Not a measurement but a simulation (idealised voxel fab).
This section sets out a process module, namely voxel fin reveal.
We display cut, a cross-section 155 nm in width whose square cells are each 5 nm.
Square cells in a grid make up a cross-section in this document, and the grid is given as bands, listed from the top down, each one or more rows of cells. First you get the band's top height and its bottom height, in nm, and then the materials it's made of, left to right, with each width in nm. If you see a single material with "throughout", that one covers the band edge to edge. "empty" is empty space. Counting heights begins at 0, where everything beneath is, in the wafer as received, one material. The lowest band has no bottom; it goes on downwards, as "from 0 down" shows. You'd read "30->40" like this: the band's top row of cells is as wide as the first number, its bottom row is as wide as the second, and going down, every row changes width by the same amount as the row before did. "no change", as given for a step, is the statement that not any cell of the cross-section underwent a change during that step. In the "Completely enclosed voids" entry, you get each enclosed empty space of 8 cells or more, one with no open way to the top, written width x height at distance, distance from the left edge, in nm. The remark found on a step's line after its settings is issued by the simulator itself and pertains to that step. The setting "overlay nm" may be written on the line of a step. When the step uses a mask, the value reports how far to the right of the planned place the mask lay, and a negative value reports that it lay to the left.
[Listed below are the process steps as planned]
step 1: RECEIVE [material Si]
step 2: CONFORMAL_DEP [material SiN] [thk nm 5]
step 3: MASKED_ETCH [tone cover] [mask id FINS] [width nm 15] [pitch nm 40] [etch materials SiN] [depth nm 5] [overlay nm 0]
step 4: MASKED_ETCH [tone cover] [mask id FINS] [width nm 15] [pitch nm 40] [etch materials Si] [depth nm 35] [overlay nm 0]
step 5: OXIDIZE [depth nm 5]
step 6: FILL_DEP [material SiO2] [thk nm 10]
step 7: CMP [height nm 5]
step 8: SELECTIVE_ETCH [etch materials SiO2] [depth nm 30]
step 9: STRIP [etch materials SiN]
[Incoming wafer in cross-section (state: after step 1)]
> from 0 down = Si throughout
> Completely enclosed voids: none
[a wafer at the end: this start, this plan, one mistake]
> from 5 to 0 = empty 30, then SiN 15, then empty 25, then SiN 15, then empty 25, then SiN 15, then empty 30
> from 0 to -40 = empty 35, then Si 5, then empty 35, then Si 5, then empty 35, then Si 5, then empty 35
> from -40 down = Si throughout
> Completely enclosed voids: none
Plan not followed: step 9 off recipe, ran as STRIP [etch materials SiO2]
